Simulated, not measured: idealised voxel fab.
You're looking at the process module voxel tone inversion.
Pictured: cross-section cut, 240 nm wide, on a grid of 5 nm square cells.
A cross-section is a grid of square cells, given in bands from the top down. A band is one or more rows of cells.
A band entry consists of two parts. The first gives the height of the band's top and the height of its bottom, in nm. The rest lists the band's materials from left to right, each with its width in nm. A single material labelled with the word "all across" fills the band from edge to edge, and the word "empty" marks empty space.
Heights are expressed relative to 0, this being the level below which the as-received wafer comprises one material exclusively. The lowest band is unbounded in the downward direction and is denoted as in "0..down".
Quick explanation for "30..40": the width changes in equal steps down the rows of cells, from the first number in the band's top row to the second number in its bottom row.
Where a step carries "no change occurred", the cross-section came out of it unchanged, cell for cell.
"Sealed void listing" lists enclosed empty spaces (at least 8 cells, no open path upward to the top), each as width x height at distance from the left edge, in nm.
Formally, on a step line, whatever follows the settings is a remark that the simulator itself makes on the step.
A step line may carry the setting "overlay nm", which, for steps involving a mask, states the distance by which the mask lay to the right of its intended position; negative values denote displacement to the left.

So here's the lineup of process steps we planned
1) RECEIVE [material Si]
2) CONFORMAL_DEP [material SiN] [thk nm 5]
3) DIRECTIONAL_DEP [material aC] [thk nm 20]
4) PATTERN [tone cover] [mask id POSTS] [material resist] [width nm 15] [pitch nm 45] [thk nm 30] [overlay nm 0]
5) DIRECTIONAL_ETCH [etch materials aC] [depth nm 20]
6) STRIP [etch materials resist]
7) FILL_DEP [material SiO2] [thk nm 5]
8) CMP [height nm 25]
9) STRIP [etch materials aC]
10) CONFORMAL_DEP [material TiN] [thk nm 5]
11) FILL_DEP [material Ru] [thk nm 5]
12) CMP [height nm 25]
13) CONFORMAL_DEP [material SiN] [thk nm 5]

Delivered wafer in cross-section: state after step 1
0..down | Si all across
Sealed void listing: none

Final wafer profile in cross-section after the module, from the same start and plan as above, with one mistake made during processing
30..25 | SiN all across
25..20 | TiN 50 | Ru 5 | TiN 40 | Ru 5 | TiN 40 | Ru 5 | TiN 40 | Ru 5 | TiN 50
20..10 | SiO2 45 | TiN 5 | Ru 5 | TiN 5 | SiO2 30 | TiN 5 | Ru 5 | TiN 5 | SiO2 30 | TiN 5 | Ru 5 | TiN 5 | SiO2 30 | TiN 5 | Ru 5 | TiN 5 | SiO2 45
10..5 | SiO2 45 | TiN 15 | SiO2 30 | TiN 15 | SiO2 30 | TiN 15 | SiO2 30 | TiN 15 | SiO2 45
5..0 | SiN all across
0..down | Si all across
Sealed void listing: none
Heads up, the wafer didn't run the way we planned it: step 8 ran with different settings than intended, the actual operation and settings being CMP [height nm 20]
